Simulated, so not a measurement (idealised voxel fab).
You're looking at the process module voxel quadruple lines.
Square cells of 5 nm make up the cross-section cut, whose width is 280 nm.
We lay out every cross-section as a grid of square cells and spell it out in bands from the top down, where one band means one or more rows of cells.
Top height, bottom height, nm. Materials left to right, width each, nm. Single material + "full width" = fills band edge to edge. "air" = empty.
Convention: height 0 is the level below which the wafer, as received, is all one material. The lowest band does not terminate at the bottom but continues downward, represented as "0..down".
Note: "30..40" means the width goes from the first number (top row of the band) to the second number (bottom row) in equal steps per row of cells.
What does "identical to before" mean for a step? It means no cell of the cross-section changed in that step.
"Closed cavities" lists enclosed empty spaces (at least 8 cells, no open path upward to the top), each as width x height at distance from the left edge, in nm.
On a step's line, text after the settings is the simulator commenting on that step.
"overlay nm", when on a step's line for a step with a mask, measures how far to the right of its planned place the mask lay; a negative measure means to the left.
Each pair of cross-sections that follows straddles one process step: the one shows the state before the step, the other the state after it, down to the lowest band that changed and no further. The step in question, and its settings, are given under the pair. Note that a pair is not necessarily a continuation of the pair above it, since pairs can come from different runs of this module on the same starting wafer; it is a continuation only where its entry headed "Before the step" says so.
Before the step
> 35..15  110 of air | 10 of polySi | 20 of air | 10 of polySi | 130 of air
> 15..5  Ru full width
> 5..0  Al2O3 full width
> 0..down  Si full width
> Closed cavities: none
Resultant Cross-Section
> 40..35  105 of air | 20 of SiCN | 10 of air | 20 of SiCN | 125 of air
> 35..20  105 of air | 5 of SiCN | 10 of polySi | 5 of SiCN | 10 of air | 5 of SiCN | 10 of polySi | 5 of SiCN | 125 of air
> 20..15  110 of SiCN | 10 of polySi | 20 of SiCN | 10 of polySi | 130 of SiCN
> Below 15 it's all the same as before, nothing changed down there.
> Closed cavities: none
What was done to get from the before section above to the after section? CONFORMAL_DEP [material SiCN] [thk nm 5]
Before the step: the cross-section after the pair above
Resultant Cross-Section
> 35..15  105 of air | 5 of SiCN | 10 of polySi | 5 of SiCN | 10 of air | 5 of SiCN | 10 of polySi | 5 of SiCN | 125 of air
> Below 15 it's all the same as before, nothing changed down there.
> Closed cavities: none
What was done to get from the before section above to the after section? DIRECTIONAL_ETCH [etch materials SiCN] [depth nm 5]
Before the step: the cross-section after the pair above
Resultant Cross-Section
> 35..15  105 of air | 5 of SiCN | 10 of air | 5 of SiCN | 10 of air | 5 of SiCN | 10 of air | 5 of SiCN | 125 of air
> Below 15 it's all the same as before, nothing changed down there.
> Closed cavities: none
What was done to get from the before section above to the after section? STRIP [etch materials polySi]
Before the step: the cross-section after the pair above
Resultant Cross-Section
> 35..15  105 of air | 5 of SiCN | 10 of air | 5 of SiCN | 10 of air | 5 of SiCN | 10 of air | 5 of SiCN | 125 of air
> 15..5  105 of air | 5 of Ru | 10 of air | 5 of Ru | 10 of air | 5 of Ru | 10 of air | 5 of Ru | 125 of air
> Below 5 it's all the same as before, nothing changed down there.
> Closed cavities: none
What was done to get from the before section above to the after section? DIRECTIONAL_ETCH [etch materials Ru] [depth nm 10]
Before the step: the cross-section after the pair above
Resultant Cross-Section
> 15..5  105 of air | 5 of Ru | 10 of air | 5 of Ru | 10 of air | 5 of Ru | 10 of air | 5 of Ru | 125 of air
> Below 5 it's all the same as before, nothing changed down there.
> Closed cavities: none
What was done to get from the before section above to the after section? STRIP [etch materials SiCN]
Before the step: the cross-section after the pair above
Resultant Cross-Section
> 25..15  lowk full width
> 15..5  105 of lowk | 5 of Ru | 10 of lowk | 5 of Ru | 10 of lowk | 5 of Ru | 10 of lowk | 5 of Ru | 125 of lowk
> Below 5 it's all the same as before, nothing changed down there.
> Closed cavities: none
What was done to get from the before section above to the after section? FILL_DEP [material lowk] [thk nm 10]
Before the step: the cross-section after the pair above
Resultant Cross-Section
> 15..5  105 of lowk | 5 of Ru | 10 of lowk | 5 of Ru | 10 of lowk | 5 of Ru | 10 of lowk | 5 of Ru | 125 of lowk
> Below 5 it's all the same as before, nothing changed down there.
> Closed cavities: none
What was done to get from the before section above to the after section? CMP [height nm 15]
Before the step
> 0..down  Si full width
> Closed cavities: none
Resultant Cross-Section
> 5..0  aC full width
> Below 0 it's all the same as before, nothing changed down there.
> Closed cavities: none
What was done to get from the before section above to the after section? CONFORMAL_DEP [material aC] [thk nm 5]
Before the step: the cross-section after the pair above
Resultant Cross-Section
> 15..5  Ru full width
> Below 5 it's all the same as before, nothing changed down there.
> Closed cavities: none
What was done to get from the before section above to the after section? DIRECTIONAL_DEP [material Ru] [thk nm 10]
Before the step: the cross-section after the pair above
Resultant Cross-Section
> 35..15  polySi full width
> Below 15 it's all the same as before, nothing changed down there.
> Closed cavities: none
What was done to get from the before section above to the after section? DIRECTIONAL_DEP [material polySi] [thk nm 20]
Before the step: the cross-section after the pair above
Resultant Cross-Section
> 55..35  aC full width
> Below 35 it's all the same as before, nothing changed down there.
> Closed cavities: none
What was done to get from the before section above to the after section? DIRECTIONAL_DEP [material aC] [thk nm 20]
Before the step: the cross-section after the pair above
Resultant Cross-Section
> 80..55  130 of air | 20 of resist | 130 of air
> Below 55 it's all the same as before, nothing changed down there.
> Closed cavities: none
What was done to get from the before section above to the after section? PATTERN [tone cover] [mask id MANDREL] [material resist] [width nm 20] [thk nm 25] [overlay nm 0]
Before the step: the cross-section after the pair above
Resultant Cross-Section
> 60..55  130 of air | 20 of resist | 130 of air
> 55..35  130 of air | 20 of aC | 130 of air
> Below 35 it's all the same as before, nothing changed down there.
> Closed cavities: none
What was done to get from the before section above to the after section? DIRECTIONAL_ETCH [etch materials aC] [depth nm 20]
Before the step: the cross-section after the pair above
Resultant Cross-Section
> 55..35  130 of air | 20 of aC | 130 of air
> Below 35 it's all the same as before, nothing changed down there.
> Closed cavities: none
What was done to get from the before section above to the after section? STRIP [etch materials resist]
Before the step: the cross-section after the pair above
Resultant Cross-Section
> 65..55  120 of air | 40 of SiO2 | 120 of air
> 55..45  120 of air | 10 of SiO2 | 20 of aC | 10 of SiO2 | 120 of air
> 45..35  130 of SiO2 | 20 of aC | 130 of SiO2
> Below 35 it's all the same as before, nothing changed down there.
> Closed cavities: none
What was done to get from the before section above to the after section? CONFORMAL_DEP [material SiO2] [thk nm 10]
Before the step: the cross-section after the pair above
Resultant Cross-Section
> 55..35  120 of air | 10 of SiO2 | 20 of aC | 10 of SiO2 | 120 of air
> Below 35 it's all the same as before, nothing changed down there.
> Closed cavities: none
What was done to get from the before section above to the after section? DIRECTIONAL_ETCH [etch materials SiO2] [depth nm 10]
Before the step: the cross-section after the pair above
Resultant Cross-Section
> 55..35  120 of air | 10 of SiO2 | 20 of air | 10 of SiO2 | 120 of air
> Below 35 it's all the same as before, nothing changed down there.
> Closed cavities: none
What was done to get from the before section above to the after section? STRIP [etch materials aC]
Before the step: the cross-section after the pair above
Resultant Cross-Section
> 55..35  120 of air | 10 of SiO2 | 20 of air | 10 of SiO2 | 120 of air
> 35..15  120 of air | 10 of polySi | 20 of air | 10 of polySi | 120 of air
> Below 15 it's all the same as before, nothing changed down there.
> Closed cavities: none
What was done to get from the before section above to the after section? DIRECTIONAL_ETCH [etch materials polySi] [depth nm 20]
Before the step: the cross-section after the pair above
Resultant Cross-Section
> 35..15  120 of air | 10 of polySi | 20 of air | 10 of polySi | 120 of air
> Below 15 it's all the same as before, nothing changed down there.
> Closed cavities: none
What was done to get from the before section above to the after section? STRIP [etch materials SiO2]
Before the step: the cross-section after the pair above
Resultant Cross-Section
> 40..35  115 of air | 20 of SiCN | 10 of air | 20 of SiCN | 115 of air
> 35..20  115 of air | 5 of SiCN | 10 of polySi | 5 of SiCN | 10 of air | 5 of SiCN | 10 of polySi | 5 of SiCN | 115 of air
> 20..15  120 of SiCN | 10 of polySi | 20 of SiCN | 10 of polySi | 120 of SiCN
> Below 15 it's all the same as before, nothing changed down there.
> Closed cavities: none
What was done to get from the before section above to the after section? CONFORMAL_DEP [material SiCN] [thk nm 5]
Before the step: the cross-section after the pair above
Resultant Cross-Section
> 35..15  115 of air | 5 of SiCN | 10 of polySi | 5 of SiCN | 10 of air | 5 of SiCN | 10 of polySi | 5 of SiCN | 115 of air
> Below 15 it's all the same as before, nothing changed down there.
> Closed cavities: none
What was done to get from the before section above to the after section? DIRECTIONAL_ETCH [etch materials SiCN] [depth nm 5]
Before the step: the cross-section after the pair above
Resultant Cross-Section
> 35..15  115 of air | 5 of SiCN | 10 of air | 5 of SiCN | 10 of air | 5 of SiCN | 10 of air | 5 of SiCN | 115 of air
> Below 15 it's all the same as before, nothing changed down there.
> Closed cavities: none
What was done to get from the before section above to the after section? STRIP [etch materials polySi]
Before the step: the cross-section after the pair above
Resultant Cross-Section
> 35..15  115 of air | 5 of SiCN | 10 of air | 5 of SiCN | 10 of air | 5 of SiCN | 10 of air | 5 of SiCN | 115 of air
> 15..5  115 of air | 5 of Ru | 10 of air | 5 of Ru | 10 of air | 5 of Ru | 10 of air | 5 of Ru | 115 of air
> Below 5 it's all the same as before, nothing changed down there.
> Closed cavities: none
What was done to get from the before section above to the after section? DIRECTIONAL_ETCH [etch materials Ru] [depth nm 10]
Before the step: the cross-section after the pair above
Resultant Cross-Section
> 15..5  115 of air | 5 of Ru | 10 of air | 5 of Ru | 10 of air | 5 of Ru | 10 of air | 5 of Ru | 115 of air
> Below 5 it's all the same as before, nothing changed down there.
> Closed cavities: none
What was done to get from the before section above to the after section? STRIP [etch materials SiCN]
Before the step: the cross-section after the pair above
Resultant Cross-Section
> 25..15  lowk full width
> 15..5  115 of lowk | 5 of Ru | 10 of lowk | 5 of Ru | 10 of lowk | 5 of Ru | 10 of lowk | 5 of Ru | 115 of lowk
> Below 5 it's all the same as before, nothing changed down there.
> Closed cavities: none
What was done to get from the before section above to the after section? FILL_DEP [material lowk] [thk nm 10]
Before the step: the cross-section after the pair above
Resultant Cross-Section
> 15..5  115 of lowk | 5 of Ru | 10 of lowk | 5 of Ru | 10 of lowk | 5 of Ru | 10 of lowk | 5 of Ru | 115 of lowk
> Below 5 it's all the same as before, nothing changed down there.
> Closed cavities: none
What was done to get from the before section above to the after section? CMP [height nm 15]
Before the step
> 55..35  aC full width
> 35..15  polySi full width
> 15..5  Ru full width
> 5..0  Al2O3 full width
> 0..down  Si full width
> Closed cavities: none
Resultant Cross-Section
> 80..55  130 of resist | 20 of air | 130 of resist
> Below 55 it's all the same as before, nothing changed down there.
> Closed cavities: none
What was done to get from the before section above to the after section? PATTERN [tone open] [mask id MANDREL] [material resist] [width nm 20] [thk nm 25] [overlay nm 0]
Before the step: the cross-section after the pair above
Resultant Cross-Section
> 60..55  130 of resist | 20 of air | 130 of resist
> 55..35  130 of aC | 20 of air | 130 of aC
> Below 35 it's all the same as before, nothing changed down there.
> Closed cavities: none
What was done to get from the before section above to the after section? DIRECTIONAL_ETCH [etch materials aC] [depth nm 20]
Before the step: the cross-section after the pair above
Resultant Cross-Section
> 55..35  130 of aC | 20 of air | 130 of aC
> Below 35 it's all the same as before, nothing changed down there.
> Closed cavities: none
What was done to get from the before section above to the after section? STRIP [etch materials resist]
Before the step: the cross-section after the pair above
Resultant Cross-Section
> 65..55  SiO2 full width
> 55..35  130 of aC | 20 of SiO2 | 130 of aC
> Below 35 it's all the same as before, nothing changed down there.
> Closed cavities: none
What was done to get from the before section above to the after section? CONFORMAL_DEP [material SiO2] [thk nm 10]
Before the step: the cross-section after the pair above
Resultant Cross-Section
> 55..35  130 of aC | 20 of SiO2 | 130 of aC
> Below 35 it's all the same as before, nothing changed down there.
> Closed cavities: none
What was done to get from the before section above to the after section? DIRECTIONAL_ETCH [etch materials SiO2] [depth nm 10]
Before the step: the cross-section after the pair above
Resultant Cross-Section
> 55..35  130 of air | 20 of SiO2 | 130 of air
> Below 35 it's all the same as before, nothing changed down there.
> Closed cavities: none
What was done to get from the before section above to the after section? STRIP [etch materials aC]
Before the step: the cross-section after the pair above
Resultant Cross-Section
> 55..35  130 of air | 20 of SiO2 | 130 of air
> 35..15  130 of air | 20 of polySi | 130 of air
> Below 15 it's all the same as before, nothing changed down there.
> Closed cavities: none
What was done to get from the before section above to the after section? DIRECTIONAL_ETCH [etch materials polySi] [depth nm 20]
Before the step: the cross-section after the pair above
Resultant Cross-Section
> 35..15  130 of air | 20 of polySi | 130 of air
> Below 15 it's all the same as before, nothing changed down there.
> Closed cavities: none
What was done to get from the before section above to the after section? STRIP [etch materials SiO2]
Before the step: the cross-section after the pair above
Resultant Cross-Section
> 40..35  125 of air | 30 of SiCN | 125 of air
> 35..20  125 of air | 5 of SiCN | 20 of polySi | 5 of SiCN | 125 of air
> 20..15  130 of SiCN | 20 of polySi | 130 of SiCN
> Below 15 it's all the same as before, nothing changed down there.
> Closed cavities: none
What was done to get from the before section above to the after section? CONFORMAL_DEP [material SiCN] [thk nm 5]
Before the step: the cross-section after the pair above
Resultant Cross-Section
> 35..15  125 of air | 5 of SiCN | 20 of polySi | 5 of SiCN | 125 of air
> Below 15 it's all the same as before, nothing changed down there.
> Closed cavities: none
What was done to get from the before section above to the after section? DIRECTIONAL_ETCH [etch materials SiCN] [depth nm 5]
Before the step: the cross-section after the pair above
Resultant Cross-Section
> 35..15  125 of air | 5 of SiCN | 20 of air | 5 of SiCN | 125 of air
> Below 15 it's all the same as before, nothing changed down there.
> Closed cavities: none
What was done to get from the before section above to the after section? STRIP [etch materials polySi]
Before the step: the cross-section after the pair above
Resultant Cross-Section
> 35..15  125 of air | 5 of SiCN | 20 of air | 5 of SiCN | 125 of air
> 15..5  125 of air | 5 of Ru | 20 of air | 5 of Ru | 125 of air
> Below 5 it's all the same as before, nothing changed down there.
> Closed cavities: none
What was done to get from the before section above to the after section? DIRECTIONAL_ETCH [etch materials Ru] [depth nm 10]
Before the step: the cross-section after the pair above
Resultant Cross-Section
> 15..5  125 of air | 5 of Ru | 20 of air | 5 of Ru | 125 of air
> Below 5 it's all the same as before, nothing changed down there.
> Closed cavities: none
What was done to get from the before section above to the after section? STRIP [etch materials SiCN]
Before the step: the cross-section after the pair above
Resultant Cross-Section
> 25..15  lowk full width
> 15..5  125 of lowk | 5 of Ru | 20 of lowk | 5 of Ru | 125 of lowk
> Below 5 it's all the same as before, nothing changed down there.
> Closed cavities: none
What was done to get from the before section above to the after section? FILL_DEP [material lowk] [thk nm 10]
Before the step: the cross-section after the pair above
Resultant Cross-Section
> 15..5  125 of lowk | 5 of Ru | 20 of lowk | 5 of Ru | 125 of lowk
> Below 5 it's all the same as before, nothing changed down there.
> Closed cavities: none
What was done to get from the before section above to the after section? CMP [height nm 15]
